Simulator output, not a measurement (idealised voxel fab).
voxel transistor to metal: a process module
FYI the section here is cut, 160 nm wide, cells are 5 nm squares.
Think of the cross-section as a grid of square cells. We describe it in bands, top to bottom, and each band covers one or more rows of those cells.
It is stipulated that each band's entry specify, in nanometres, the height of the top of the band and then that of its bottom, followed by the materials of the band in left-to-right sequence, each together with its width in nanometres. A single material marked by the word "throughout" is understood to fill the band from edge to edge; the word "air" is understood to denote empty space.
All heights in this document are referenced to 0, defined as the level beneath which the wafer, as received, consists entirely of one material. The lowest band is not bounded below; it extends indefinitely downward and is written in the form "z 0 and below".
The expression "30 to 40" gives the width at the extremes of the band, the first number at its top row of cells and the second at its bottom row, with the width changing by equal amounts from each row to the next in between.
"nothing altered", as given for a step, is the statement that not any cell of the cross-section underwent a change during that step.
"closed voids": sealed empty spaces, 8 cells or more, no open way to top, listed width x height at distance, with distance from the left edge and width, height and distance in nm.
Post-settings text on a step line: simulator's own remark regarding the step.
"overlay nm" on a masked step: distance the mask lay right of its planned place, negative for left.
## The process steps that were planned are listed below
1) RECEIVE (material Si)
2) OXIDIZE (depth nm 5)
3) CONFORMAL_DEP (material SiN; thk nm 15)
4) DIRECTIONAL_DEP (material aC; thk nm 10)
5) PATTERN (tone cover; mask id ACTIVE; material resist; width nm 125; thk nm 25; overlay nm 0)
6) DIRECTIONAL_ETCH (etch materials aC; depth nm 10)
7) STRIP (etch materials resist)
8) DIRECTIONAL_ETCH (etch materials SiN; depth nm 15)
9) DIRECTIONAL_ETCH (etch materials SiO2; depth nm 5)
10) DIRECTIONAL_ETCH (etch materials Si; depth nm 20)
11) STRIP (etch materials aC)
12) FILL_DEP (material SiO2; thk nm 5)
13) CMP (height nm 15)
14) SELECTIVE_ETCH (etch materials SiO2; depth nm 15)
15) STRIP (etch materials SiN)
16) SELECTIVE_ETCH (etch materials SiO2; depth nm 5)
17) OXIDIZE (depth nm 5)
18) DIRECTIONAL_DEP (material polySi; thk nm 25)
19) DIRECTIONAL_DEP (material SiCN; thk nm 15)
20) MASKED_ETCH (tone cover; mask id GATE; width nm 35; etch materials SiCN; depth nm 25; overlay nm 0)
21) MASKED_ETCH (tone cover; mask id GATE; width nm 35; etch materials polySi; depth nm 35; overlay nm 0)
22) CONFORMAL_DEP (material SiN; thk nm 5)
23) DIRECTIONAL_ETCH (etch materials SiN; depth nm 5)
24) DIRECTIONAL_ETCH (etch materials SiO2; depth nm 5)
25) DIRECTIONAL_ETCH (etch materials Si; depth nm 15)
26) EPI (material pSi; thk nm 20)
27) FILL_DEP (material SiO2; thk nm 10)
28) CMP (height nm 20)
29) STRIP (etch materials polySi)
30) SELECTIVE_ETCH (etch materials SiO2; depth nm 5)
31) CONFORMAL_DEP (material HfO2; thk nm 5)
32) CONFORMAL_DEP (material TiN; thk nm 5)
33) FILL_DEP (material W; thk nm 5)
34) CMP (height nm 15)
35) DIRECTIONAL_DEP (material SiO2; thk nm 10)
36) DIRECTIONAL_DEP (material aC; thk nm 10)
37) PATTERN (tone open; mask id CONTACT; material resist; width nm 20; pitch nm 95; thk nm 25; overlay nm 0)
38) DIRECTIONAL_ETCH (etch materials aC; depth nm 10)
39) STRIP (etch materials resist)
40) DIRECTIONAL_ETCH (etch materials SiO2; depth nm 30)
41) STRIP (etch materials aC)
42) CONFORMAL_DEP (material TiN; thk nm 5)
43) FILL_DEP (material Ru; thk nm 5)
44) CMP (height nm 25)
45) DIRECTIONAL_DEP (material TiN; thk nm 5)
46) DIRECTIONAL_DEP (material W; thk nm 20)
47) MASKED_ETCH (tone cover; mask id METAL_1; width nm 20; pitch nm 95; etch materials W; depth nm 20; overlay nm 0)
48) MASKED_ETCH (tone cover; mask id METAL_1; width nm 20; pitch nm 95; etch materials TiN; depth nm 5; overlay nm 0)
49) CONFORMAL_DEP (material SiCN; thk nm 5)
50) FILL_DEP (material lowk; thk nm 10)
51) CMP (height nm 50)
52) CONFORMAL_DEP (material SiN; thk nm 5)
## first wafer, as planned
## This is the cross-section of the wafer as we received it, i.e. after step 1
- z 0 and below  Si throughout
- closed voids: none
## After step 2: wafer cross-section
- z 0 to -5  SiO2 throughout
- Below a height of -5, the structure has not been altered.
## After step 3: wafer cross-section
- z 15 to 0  SiN throughout
- Below a height of 0, the structure has not been altered.
## After step 4: wafer cross-section
- z 25 to 15  aC throughout
- Below a height of 15, the structure has not been altered.
## After step 5: wafer cross-section
- z 50 to 25  air=15, resist=125, air=20
- Below a height of 25, the structure has not been altered.
## After step 6: wafer cross-section
- z 40 to 25  air=15, resist=125, air=20
- z 25 to 15  air=15, aC=125, air=20
- Below a height of 15, the structure has not been altered.
## After step 7: wafer cross-section
- z 25 to 15  air=15, aC=125, air=20
- Below a height of 15, the structure has not been altered.
## After step 8: wafer cross-section
- z 25 to 15  air=15, aC=125, air=20
- z 15 to 0  air=15, SiN=125, air=20
- Below a height of 0, the structure has not been altered.
## After step 9: wafer cross-section
- z 25 to 15  air=15, aC=125, air=20
- z 15 to 0  air=15, SiN=125, air=20
- z 0 to -5  air=15, SiO2=125, air=20
- Below a height of -5, the structure has not been altered.
## After step 10: wafer cross-section
- z 25 to 15  air=15, aC=125, air=20
- z 15 to 0  air=15, SiN=125, air=20
- z 0 to -5  air=15, SiO2=125, air=20
- z -5 to -25  air=15, Si=125, air=20
- Below a height of -25, the structure has not been altered.
## After step 11: wafer cross-section
- z 15 to 0  air=15, SiN=125, air=20
- Below a height of 0, the structure has not been altered.
## After step 12: wafer cross-section
- z 20 to 15  SiO2 throughout
- z 15 to 0  SiO2=15, SiN=125, SiO2=20
- z 0 to -5  SiO2 throughout
- z -5 to -25  SiO2=15, Si=125, SiO2=20
- Below a height of -25, the structure has not been altered.
## After step 13: wafer cross-section
- z 15 to 0  SiO2=15, SiN=125, SiO2=20
- Below a height of 0, the structure has not been altered.
## After step 14: wafer cross-section
- z 15 to 0  air=15, SiN=125, air=20
- Below a height of 0, the structure has not been altered.
## After step 15: wafer cross-section
- z 0 to -5  SiO2 throughout
- Below a height of -5, the structure has not been altered.
## After step 16: wafer cross-section
- z -5 to -25  SiO2=15, Si=125, SiO2=20
- Below a height of -25, the structure has not been altered.
## After step 17: wafer cross-section
- z -5 to -10  SiO2 throughout
- Below a height of -10, the structure has not been altered.
## After step 18: wafer cross-section
- z 20 to -5  polySi throughout
- Below a height of -5, the structure has not been altered.
## After step 19: wafer cross-section
- z 35 to 20  SiCN throughout
- Below a height of 20, the structure has not been altered.
## After step 20: wafer cross-section
- z 35 to 20  air=60, SiCN=35, air=65
- Below a height of 20, the structure has not been altered.
## After step 21: wafer cross-section
- z 35 to 20  air=60, SiCN=35, air=65
- z 20 to -5  air=60, polySi=35, air=65
- Below a height of -5, the structure has not been altered.
## After step 22: wafer cross-section
- z 40 to 35  air=55, SiN=45, air=60
- z 35 to 20  air=55, SiN=5, SiCN=35, SiN=5, air=60
- z 20 to 0  air=55, SiN=5, polySi=35, SiN=5, air=60
- z 0 to -5  SiN=60, polySi=35, SiN=65
- Below a height of -5, the structure has not been altered.
## After step 23: wafer cross-section
- z 35 to 20  air=55, SiN=5, SiCN=35, SiN=5, air=60
- z 20 to -5  air=55, SiN=5, polySi=35, SiN=5, air=60
- Below a height of -5, the structure has not been altered.
## After step 24: wafer cross-section
- z 35 to 20  air=55, SiN=5, SiCN=35, SiN=5, air=60
- z 20 to -5  air=55, SiN=5, polySi=35, SiN=5, air=60
- z -5 to -10  air=55, SiO2=45, air=60
- Below a height of -10, the structure has not been altered.
## After step 25: wafer cross-section
- z 35 to 20  air=55, SiN=5, SiCN=35, SiN=5, air=60
- z 20 to -5  air=55, SiN=5, polySi=35, SiN=5, air=60
- z -5 to -10  air=55, SiO2=45, air=60
- z -10 to -25  SiO2=15, air=40, Si=45, air=40, SiO2=20
- Below a height of -25, the structure has not been altered.
## After step 26: wafer cross-section
- z 35 to 20  air=55, SiN=5, SiCN=35, SiN=5, air=60
- z 20 to 10  air=55, SiN=5, polySi=35, SiN=5, air=60
- z 10 to -5  air=35, pSi=20, SiN=5, polySi=35, SiN=5, pSi=20, air=40
- z -5 to -10  air=10, pSi=45, SiO2=45, pSi=45, air=15
- z -10 to -25  SiO2=15, pSi=40, Si=45, pSi=40, SiO2=20
- Below a height of -25, the structure has not been altered.
## After step 27: wafer cross-section
- z 45 to 35  SiO2 throughout
- z 35 to 20  SiO2=55, SiN=5, SiCN=35, SiN=5, SiO2=60
- z 20 to 10  SiO2=55, SiN=5, polySi=35, SiN=5, SiO2=60
- z 10 to -5  SiO2=35, pSi=20, SiN=5, polySi=35, SiN=5, pSi=20, SiO2=40
- z -5 to -10  SiO2=10, pSi=45, SiO2=45, pSi=45, SiO2=15
- Below a height of -10, the structure has not been altered.
## After step 28: wafer cross-section
- z 20 to 10  SiO2=55, SiN=5, polySi=35, SiN=5, SiO2=60
- Below a height of 10, the structure has not been altered.
## After step 29: wafer cross-section
- z 20 to 10  SiO2=55, SiN=5, air=35, SiN=5, SiO2=60
- z 10 to -5  SiO2=35, pSi=20, SiN=5, air=35, SiN=5, pSi=20, SiO2=40
- Below a height of -5, the structure has not been altered.
## After step 30: wafer cross-section
- z 20 to 15  air=55, SiN=5, air=35, SiN=5, air=60
- z 15 to 10  SiO2=55, SiN=5, air=35, SiN=5, SiO2=60
- z 10 to -5  SiO2=35, pSi=20, SiN=5, air=35, SiN=5, pSi=20, SiO2=40
- z -5 to -10  SiO2=10, pSi=45, air=45, pSi=45, SiO2=15
- Below a height of -10, the structure has not been altered.
## After step 31: wafer cross-section
- z 25 to 20  air=50, HfO2=15, air=25, HfO2=15, air=55
- z 20 to 15  HfO2=55, SiN=5, HfO2=5, air=25, HfO2=5, SiN=5, HfO2=60
- z 15 to 10  SiO2=55, SiN=5, HfO2=5, air=25, HfO2=5, SiN=5, SiO2=60
- z 10 to -5  SiO2=35, pSi=20, SiN=5, HfO2=5, air=25, HfO2=5, SiN=5, pSi=20, SiO2=40
- z -5 to -10  SiO2=10, pSi=45, HfO2=45, pSi=45, SiO2=15
- Below a height of -10, the structure has not been altered.
## After step 32: wafer cross-section
- z 30 to 25  air=45, TiN=25, air=15, TiN=25, air=50
- z 25 to 20  TiN=50, HfO2=15, TiN=5, air=15, TiN=5, HfO2=15, TiN=55
- z 20 to 15  HfO2=55, SiN=5, HfO2=5, TiN=5, air=15, TiN=5, HfO2=5, SiN=5, HfO2=60
- z 15 to 10  SiO2=55, SiN=5, HfO2=5, TiN=5, air=15, TiN=5, HfO2=5, SiN=5, SiO2=60
- z 10 to 0  SiO2=35, pSi=20, SiN=5, HfO2=5, TiN=5, air=15, TiN=5, HfO2=5, SiN=5, pSi=20, SiO2=40
- z 0 to -5  SiO2=35, pSi=20, SiN=5, HfO2=5, TiN=25, HfO2=5, SiN=5, pSi=20, SiO2=40
- Below a height of -5, the structure has not been altered.
## After step 33: wafer cross-section
- z 35 to 30  W throughout
- z 30 to 25  W=45, TiN=25, W=15, TiN=25, W=50
- z 25 to 20  TiN=50, HfO2=15, TiN=5, W=15, TiN=5, HfO2=15, TiN=55
- z 20 to 15  HfO2=55, SiN=5, HfO2=5, TiN=5, W=15, TiN=5, HfO2=5, SiN=5, HfO2=60
- z 15 to 10  SiO2=55, SiN=5, HfO2=5, TiN=5, W=15, TiN=5, HfO2=5, SiN=5, SiO2=60
- z 10 to 0  SiO2=35, pSi=20, SiN=5, HfO2=5, TiN=5, W=15, TiN=5, HfO2=5, SiN=5, pSi=20, SiO2=40
- Below a height of 0, the structure has not been altered.
## After step 34: wafer cross-section
- z 15 to 10  SiO2=55, SiN=5, HfO2=5, TiN=5, W=15, TiN=5, HfO2=5, SiN=5, SiO2=60
- Below a height of 10, the structure has not been altered.
## After step 35: wafer cross-section
- z 25 to 15  SiO2 throughout
- Below a height of 15, the structure has not been altered.
## After step 36: wafer cross-section
- z 35 to 25  aC throughout
- Below a height of 25, the structure has not been altered.
## After step 37: wafer cross-section
- z 60 to 35  resist=20, air=20, resist=75, air=20, resist=25
- Below a height of 35, the structure has not been altered.
## After step 38: wafer cross-section
- z 50 to 35  resist=20, air=20, resist=75, air=20, resist=25
- z 35 to 25  aC=20, air=20, aC=75, air=20, aC=25
- Below a height of 25, the structure has not been altered.
## After step 39: wafer cross-section
- z 35 to 25  aC=20, air=20, aC=75, air=20, aC=25
- Below a height of 25, the structure has not been altered.
## After step 40: wafer cross-section
- z 35 to 25  aC=20, air=20, aC=75, air=20, aC=25
- z 25 to 15  SiO2=20, air=20, SiO2=75, air=20, SiO2=25
- z 15 to 10  SiO2=20, air=20, SiO2=15, SiN=5, HfO2=5, TiN=5, W=15, TiN=5, HfO2=5, SiN=5, SiO2=15, air=20, SiO2=25
- z 10 to 0  SiO2=20, air=15, pSi=20, SiN=5, HfO2=5, TiN=5, W=15, TiN=5, HfO2=5, SiN=5, pSi=20, air=15, SiO2=25
- z 0 to -5  SiO2=20, air=15, pSi=20, SiN=5, HfO2=5, TiN=25, HfO2=5, SiN=5, pSi=20, air=15, SiO2=25
- Below a height of -5, the structure has not been altered.
## After step 41: wafer cross-section
- z 25 to 15  SiO2=20, air=20, SiO2=75, air=20, SiO2=25
- Below a height of 15, the structure has not been altered.
## After step 42: wafer cross-section
- z 30 to 25  TiN=25, air=10, TiN=85, air=10, TiN=30
- z 25 to 15  SiO2=20, TiN=5, air=10, TiN=5, SiO2=75, TiN=5, air=10, TiN=5, SiO2=25
- z 15 to 10  SiO2=20, TiN=5, air=5, TiN=10, SiO2=15, SiN=5, HfO2=5, TiN=5, W=15, TiN=5, HfO2=5, SiN=5, SiO2=15, TiN=10, air=5, TiN=5, SiO2=25
- z 10 to 0  SiO2=20, TiN=5, air=5, TiN=5, pSi=20, SiN=5, HfO2=5, TiN=5, W=15, TiN=5, HfO2=5, SiN=5, pSi=20, TiN=5, air=5, TiN=5, SiO2=25
- z 0 to -5  SiO2=20, TiN=15, pSi=20, SiN=5, HfO2=5, TiN=25, HfO2=5, SiN=5, pSi=20, TiN=15, SiO2=25
- Below a height of -5, the structure has not been altered.
## After step 43: wafer cross-section
- z 35 to 30  Ru throughout
- z 30 to 25  TiN=25, Ru=10, TiN=85, Ru=10, TiN=30
- z 25 to 15  SiO2=20, TiN=5, Ru=10, TiN=5, SiO2=75, TiN=5, Ru=10, TiN=5, SiO2=25
- z 15 to 10  SiO2=20, TiN=5, Ru=5, TiN=10, SiO2=15, SiN=5, HfO2=5, TiN=5, W=15, TiN=5, HfO2=5, SiN=5, SiO2=15, TiN=10, Ru=5, TiN=5, SiO2=25
- z 10 to 0  SiO2=20, TiN=5, Ru=5, TiN=5, pSi=20, SiN=5, HfO2=5, TiN=5, W=15, TiN=5, HfO2=5, SiN=5, pSi=20, TiN=5, Ru=5, TiN=5, SiO2=25
- Below a height of 0, the structure has not been altered.
## After step 44: wafer cross-section
- z 25 to 15  SiO2=20, TiN=5, Ru=10, TiN=5, SiO2=75, TiN=5, Ru=10, TiN=5, SiO2=25
- Below a height of 15, the structure has not been altered.
## After step 45: wafer cross-section
- z 30 to 25  TiN throughout
- Below a height of 25, the structure has not been altered.
## After step 46: wafer cross-section
- z 50 to 30  W throughout
- Below a height of 30, the structure has not been altered.
## After step 47: wafer cross-section
- z 50 to 30  air=20, W=20, air=75, W=20, air=25
- Below a height of 30, the structure has not been altered.
## After step 48: wafer cross-section
- z 50 to 30  air=20, W=20, air=75, W=20, air=25
- z 30 to 25  air=20, TiN=20, air=75, TiN=20, air=25
- Below a height of 25, the structure has not been altered.
## After step 49: wafer cross-section
- z 55 to 50  air=15, SiCN=30, air=65, SiCN=30, air=20
- z 50 to 30  air=15, SiCN=5, W=20, SiCN=5, air=65, SiCN=5, W=20, SiCN=5, air=20
- z 30 to 25  SiCN=20, TiN=20, SiCN=75, TiN=20, SiCN=25
- Below a height of 25, the structure has not been altered.
## After step 50: wafer cross-section
- z 65 to 55  lowk throughout
- z 55 to 50  lowk=15, SiCN=30, lowk=65, SiCN=30, lowk=20
- z 50 to 30  lowk=15, SiCN=5, W=20, SiCN=5, lowk=65, SiCN=5, W=20, SiCN=5, lowk=20
- Below a height of 30, the structure has not been altered.
## After step 51: wafer cross-section
- z 50 to 30  lowk=15, SiCN=5, W=20, SiCN=5, lowk=65, SiCN=5, W=20, SiCN=5, lowk=20
- Below a height of 30, the structure has not been altered.
## After step 52: wafer cross-section
- z 55 to 50  SiN throughout
- Below a height of 50, the structure has not been altered.
## Second wafer, same starting conditions and recipe as the first, one mistake in executing it, nothing differs from the first up to and including step 26
## Cross-sectional view of the second wafer at the intended end time of process step 27
- z 45 to 35  Ru throughout
- z 35 to 20  Ru=55, SiN=5, SiCN=35, SiN=5, Ru=60
- z 20 to 10  Ru=55, SiN=5, polySi=35, SiN=5, Ru=60
- z 10 to -5  Ru=35, pSi=20, SiN=5, polySi=35, SiN=5, pSi=20, Ru=40
- z -5 to -10  Ru=10, pSi=45, SiO2=45, pSi=45, Ru=15
- Below a height of -10, the structure has not been altered.
## Cross-sectional view of the second wafer at the intended end time of process step 28
- z 20 to 10  Ru=55, SiN=5, polySi=35, SiN=5, Ru=60
- Below a height of 10, the structure has not been altered.
## Cross-sectional view of the second wafer at the intended end time of process step 29
- z 20 to 10  Ru=55, SiN=5, air=35, SiN=5, Ru=60
- z 10 to -5  Ru=35, pSi=20, SiN=5, air=35, SiN=5, pSi=20, Ru=40
- Below a height of -5, the structure has not been altered.
## Cross-sectional view of the second wafer at the intended end time of process step 30
- z 20 to 10  Ru=55, SiN=5, air=35, SiN=5, Ru=60
- z 10 to -5  Ru=35, pSi=20, SiN=5, air=35, SiN=5, pSi=20, Ru=40
- z -5 to -10  Ru=10, pSi=45, air=45, pSi=45, Ru=15
- Below a height of -10, the structure has not been altered.
## Cross-sectional view of the second wafer at the intended end time of process step 31
- z 25 to 20  HfO2=65, air=25, HfO2=70
- z 20 to 10  Ru=55, SiN=5, HfO2=5, air=25, HfO2=5, SiN=5, Ru=60
- z 10 to -5  Ru=35, pSi=20, SiN=5, HfO2=5, air=25, HfO2=5, SiN=5, pSi=20, Ru=40
- z -5 to -10  Ru=10, pSi=45, HfO2=45, pSi=45, Ru=15
- Below a height of -10, the structure has not been altered.
## Cross-sectional view of the second wafer at the intended end time of process step 32
- z 30 to 25  TiN=70, air=15, TiN=75
- z 25 to 20  HfO2=65, TiN=5, air=15, TiN=5, HfO2=70
- z 20 to 10  Ru=55, SiN=5, HfO2=5, TiN=5, air=15, TiN=5, HfO2=5, SiN=5, Ru=60
- z 10 to 0  Ru=35, pSi=20, SiN=5, HfO2=5, TiN=5, air=15, TiN=5, HfO2=5, SiN=5, pSi=20, Ru=40
- z 0 to -5  Ru=35, pSi=20, SiN=5, HfO2=5, TiN=25, HfO2=5, SiN=5, pSi=20, Ru=40
- Below a height of -5, the structure has not been altered.
## Cross-sectional view of the second wafer at the intended end time of process step 33
- z 35 to 30  W throughout
- z 30 to 25  TiN=70, W=15, TiN=75
- z 25 to 20  HfO2=65, TiN=5, W=15, TiN=5, HfO2=70
- z 20 to 10  Ru=55, SiN=5, HfO2=5, TiN=5, W=15, TiN=5, HfO2=5, SiN=5, Ru=60
- z 10 to 0  Ru=35, pSi=20, SiN=5, HfO2=5, TiN=5, W=15, TiN=5, HfO2=5, SiN=5, pSi=20, Ru=40
- Below a height of 0, the structure has not been altered.
## Cross-sectional view of the second wafer at the intended end time of process step 34
- z 15 to 10  Ru=55, SiN=5, HfO2=5, TiN=5, W=15, TiN=5, HfO2=5, SiN=5, Ru=60
- Below a height of 10, the structure has not been altered.
## Cross-sectional view of the second wafer at the intended end time of process step 35
- z 25 to 15  SiO2 throughout
- Below a height of 15, the structure has not been altered.
## Cross-sectional view of the second wafer at the intended end time of process step 36
- z 35 to 25  aC throughout
- Below a height of 25, the structure has not been altered.
## Cross-sectional view of the second wafer at the intended end time of process step 37
- z 60 to 35  resist=20, air=20, resist=75, air=20, resist=25
- Below a height of 35, the structure has not been altered.
## Cross-sectional view of the second wafer at the intended end time of process step 38
- z 50 to 35  resist=20, air=20, resist=75, air=20, resist=25
- z 35 to 25  aC=20, air=20, aC=75, air=20, aC=25
- Below a height of 25, the structure has not been altered.
## Cross-sectional view of the second wafer at the intended end time of process step 39
- z 35 to 25  aC=20, air=20, aC=75, air=20, aC=25
- Below a height of 25, the structure has not been altered.
## Cross-sectional view of the second wafer at the intended end time of process step 40
- z 35 to 25  aC=20, air=20, aC=75, air=20, aC=25
- z 25 to 15  SiO2=20, air=20, SiO2=75, air=20, SiO2=25
- Below a height of 15, the structure has not been altered.
## Cross-sectional view of the second wafer at the intended end time of process step 41
- z 25 to 15  SiO2=20, air=20, SiO2=75, air=20, SiO2=25
- Below a height of 15, the structure has not been altered.
## Cross-sectional view of the second wafer at the intended end time of process step 42
- z 30 to 25  TiN=25, air=10, TiN=85, air=10, TiN=30
- z 25 to 20  SiO2=20, TiN=5, air=10, TiN=5, SiO2=75, TiN=5, air=10, TiN=5, SiO2=25
- z 20 to 15  SiO2=20, TiN=20, SiO2=75, TiN=20, SiO2=25
- Below a height of 15, the structure has not been altered.
## Cross-sectional view of the second wafer at the intended end time of process step 43
- z 35 to 30  Ru throughout
- z 30 to 25  TiN=25, Ru=10, TiN=85, Ru=10, TiN=30
- z 25 to 20  SiO2=20, TiN=5, Ru=10, TiN=5, SiO2=75, TiN=5, Ru=10, TiN=5, SiO2=25
- Below a height of 20, the structure has not been altered.
## Cross-sectional view of the second wafer at the intended end time of process step 44
- z 25 to 20  SiO2=20, TiN=5, Ru=10, TiN=5, SiO2=75, TiN=5, Ru=10, TiN=5, SiO2=25
- Below a height of 20, the structure has not been altered.
## Cross-sectional view of the second wafer at the intended end time of process step 45
- z 30 to 25  TiN throughout
- Below a height of 25, the structure has not been altered.
## Cross-sectional view of the second wafer at the intended end time of process step 46
- z 50 to 30  W throughout
- Below a height of 30, the structure has not been altered.
## Cross-sectional view of the second wafer at the intended end time of process step 47
- z 50 to 30  air=20, W=20, air=75, W=20, air=25
- Below a height of 30, the structure has not been altered.
## Cross-sectional view of the second wafer at the intended end time of process step 48
- z 50 to 30  air=20, W=20, air=75, W=20, air=25
- z 30 to 25  air=20, TiN=20, air=75, TiN=20, air=25
- Below a height of 25, the structure has not been altered.
## Cross-sectional view of the second wafer at the intended end time of process step 49
- z 55 to 50  air=15, SiCN=30, air=65, SiCN=30, air=20
- z 50 to 30  air=15, SiCN=5, W=20, SiCN=5, air=65, SiCN=5, W=20, SiCN=5, air=20
- z 30 to 25  SiCN=20, TiN=20, SiCN=75, TiN=20, SiCN=25
- Below a height of 25, the structure has not been altered.
## Cross-sectional view of the second wafer at the intended end time of process step 50
- z 65 to 55  lowk throughout
- z 55 to 50  lowk=15, SiCN=30, lowk=65, SiCN=30, lowk=20
- z 50 to 30  lowk=15, SiCN=5, W=20, SiCN=5, lowk=65, SiCN=5, W=20, SiCN=5, lowk=20
- Below a height of 30, the structure has not been altered.
## Cross-sectional view of the second wafer at the intended end time of process step 51
- z 50 to 30  lowk=15, SiCN=5, W=20, SiCN=5, lowk=65, SiCN=5, W=20, SiCN=5, lowk=20
- Below a height of 30, the structure has not been altered.
## Cross-sectional view of the second wafer at the intended end time of process step 52
- z 55 to 50  SiN throughout
- Below a height of 50, the structure has not been altered.
What was done differently from what was planned? step 27 did not happen as planned, as run it was FILL_DEP (material Ru; thk nm 10)
Once processing is complete, comparing cell counts shows that the second wafer has more or fewer of certain materials than the first: +63 Ru; -47 SiO2; -16 TiN
